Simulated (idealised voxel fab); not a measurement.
process module | voxel ribs on slabs
cross-section cut | 145 nm wide | cells 5 nm
A cross-section is a grid of square cells, given in bands from the top down. A band is one or more rows of cells.
Each band's line starts with the height of the band's top and of its bottom, in nm. Then come its materials from left to right, each with its width in nm. One material with "throughout" fills the band from edge to edge. "air" is empty space.
Height 0 is the level under which the wafer as received is all one material. The lowest band goes on downwards, as in "0 down".
A width such as "30 to 40" changes by the same amount from each row of cells to the next, from the band's top row to its bottom row.
"no change" after a step means that no cell of the cross-section changed.
closed voids: empty space of 8 cells or more with no open way to the top, each as width x height at its distance from the left edge, in nm
after a step's settings: what the simulator itself notes on the step
overlay nm, on a step with a mask: how far to the right of its planned place the mask lay; to the left if negative
plan
1 op RECEIVE | material Si
2 op DIRECTIONAL_DEP | material SiO2 | thk nm 30
3 op DIRECTIONAL_DEP | material polySi | thk nm 15
4 op MASKED_ETCH | tone cover | mask id RIB | width nm 25 | etch materials polySi | depth nm 5 | overlay nm 0
5 op PATTERN | tone cover | mask id SLAB | material resist | width nm 65 | thk nm 20 | overlay nm 0
6 op DIRECTIONAL_ETCH | etch materials polySi | depth nm 10
7 op STRIP | etch materials resist
8 op FILL_DEP | material SiO2 | thk nm 30
9 op CMP | height nm 55
10 op DIRECTIONAL_DEP | material TiN | thk nm 10
11 op PATTERN | tone cover | mask id HEATER | material resist | width nm 35 | thk nm 15 | overlay nm 0
12 op DIRECTIONAL_ETCH | etch materials TiN | depth nm 10
13 op STRIP | etch materials resist
14 op CONFORMAL_DEP | material SiO2 | thk nm 5
varied across the wafers: height nm of step 9. The plan shows the first wafer's value. All wafers start alike
first wafer as received, after step 1
  0 down: Si throughout
  closed voids: none
first wafer at the end, after step 14
  70 to 65: air 50 | SiO2 45 | air 50
  65 to 60: air 50 | SiO2 5 | TiN 35 | SiO2 5 | air 50
  60 to 55: SiO2 55 | TiN 35 | SiO2 55
  55 to 45: SiO2 throughout
  45 to 40: SiO2 60 | polySi 25 | SiO2 60
  40 to 30: SiO2 40 | polySi 65 | SiO2 40
  30 to 0: SiO2 throughout
  0 down: Si throughout
  closed voids: none
last wafer at the end
  90 to 85: air 50 | SiO2 45 | air 50
  85 to 80: air 50 | SiO2 5 | TiN 35 | SiO2 5 | air 50
  80 to 75: SiO2 55 | TiN 35 | SiO2 55
  75 to 45: SiO2 throughout
  45 to 40: SiO2 60 | polySi 25 | SiO2 60
  40 to 30: SiO2 40 | polySi 65 | SiO2 40
  30 to 0: SiO2 throughout
  0 down: Si throughout
  closed voids: none
each wafer at the end: cells of each material gained (+) or lost (-) since it was received, then its closed voids
height nm 55 | +321 SiO2 | +14 TiN | +31 polySi | closed voids: none
height nm 60 | +350 SiO2 | +14 TiN | +31 polySi | closed voids: none
height nm 65 | +379 SiO2 | +14 TiN | +31 polySi | closed voids: none
height nm 70 | +408 SiO2 | +14 TiN | +31 polySi | closed voids: none
height nm 75 | +437 SiO2 | +14 TiN | +31 polySi | closed voids: none
